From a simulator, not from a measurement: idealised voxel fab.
Presented below is a process module, voxel fin reveal.
Square cell edge 5 nm, section width 250 nm, ID cut.
The cross-sections in this document take the form of a grid made of square cells. They are written out as bands, in order from top to bottom. Each band consists of one or more rows of cells.
Per band: top height and bottom height in nm, followed by the left-to-right materials and their widths in nm; "full width" marks a single material spanning edge to edge, "empty" marks empty space.
Height reference: 0 = level under which incoming wafer is all one material. Lowest band: no bottom, runs on downward, e.g. "top 0, no bottom".
Note: "30->40" means the width goes from the first number (top row of the band) to the second number (bottom row) in equal steps per row of cells.
Step note "left unchanged" = no cross-section cell changed.
"Closed void table" lists enclosed empty spaces (at least 8 cells, no open path upward to the top), each as width x height at distance from the left edge, in nm.
Step line, after settings: the simulator's comment on this step.
A step line may carry the setting "overlay nm", which, for steps involving a mask, states the distance by which the mask lay to the right of its intended position; negative values denote displacement to the left.
## Steps in the process plan
| 1 | RECEIVE,material Si |
| 2 | CONFORMAL_DEP,material SiN,thk nm 10 |
| 3 | DIRECTIONAL_DEP,material aC,thk nm 15 |
| 4 | PATTERN,tone cover,mask id FINS,material resist,width nm 15,pitch nm 40,thk nm 35,overlay nm 0 |
| 5 | DIRECTIONAL_ETCH,etch materials aC,depth nm 15 |
| 6 | STRIP,etch materials resist |
| 7 | DIRECTIONAL_ETCH,etch materials SiN,depth nm 10 |
| 8 | DIRECTIONAL_ETCH,etch materials Si,depth nm 30 |
| 9 | STRIP,etch materials aC |
| 10 | OXIDIZE,depth nm 5 |
| 11 | FILL_DEP,material SiO2,thk nm 5 |
| 12 | CMP,height nm 10 |
| 13 | SELECTIVE_ETCH,etch materials SiO2,depth nm 30 |
| 14 | STRIP,etch materials SiN |
| 15 | CONFORMAL_DEP,material SiO2,thk nm 5 |
## Incoming wafer in cross-section (state: after step 1)
- top 0, no bottom: Si full width
- Closed void table: none
## Same starting wafer, same plan as above, one mistake in the execution; this is the cross-section at the end of the module
- top 15, bottom 10: 70 of empty, 25 of SiO2, 15 of empty, 25 of SiO2, 15 of empty, 25 of SiO2, 75 of empty
- top 10, bottom 0: 70 of empty, 5 of SiO2, 15 of SiN, 5 of SiO2, 15 of empty, 5 of SiO2, 15 of SiN, 5 of SiO2, 15 of empty, 5 of SiO2, 15 of SiN, 5 of SiO2, 75 of empty
- top 0, bottom -5: 70 of empty, 10 of SiO2, 5 of Si, 10 of SiO2, 15 of empty, 10 of SiO2, 5 of Si, 10 of SiO2, 15 of empty, 10 of SiO2, 5 of Si, 10 of SiO2, 75 of empty
- top -5, bottom -30: 75 of empty, 5 of SiO2, 5 of Si, 5 of SiO2, 25 of empty, 5 of SiO2, 5 of Si, 5 of SiO2, 25 of empty, 5 of SiO2, 5 of Si, 5 of SiO2, 80 of empty
- top -30, bottom -35: 80 of SiO2, 5 of Si, 35 of SiO2, 5 of Si, 35 of SiO2, 5 of Si, 85 of SiO2
- top -35, no bottom: Si full width
- Closed void table: none
Which mistake was made when the wafer was run? in deviation from the planned setting, step 14 was conducted as STRIP,etch materials SiO2
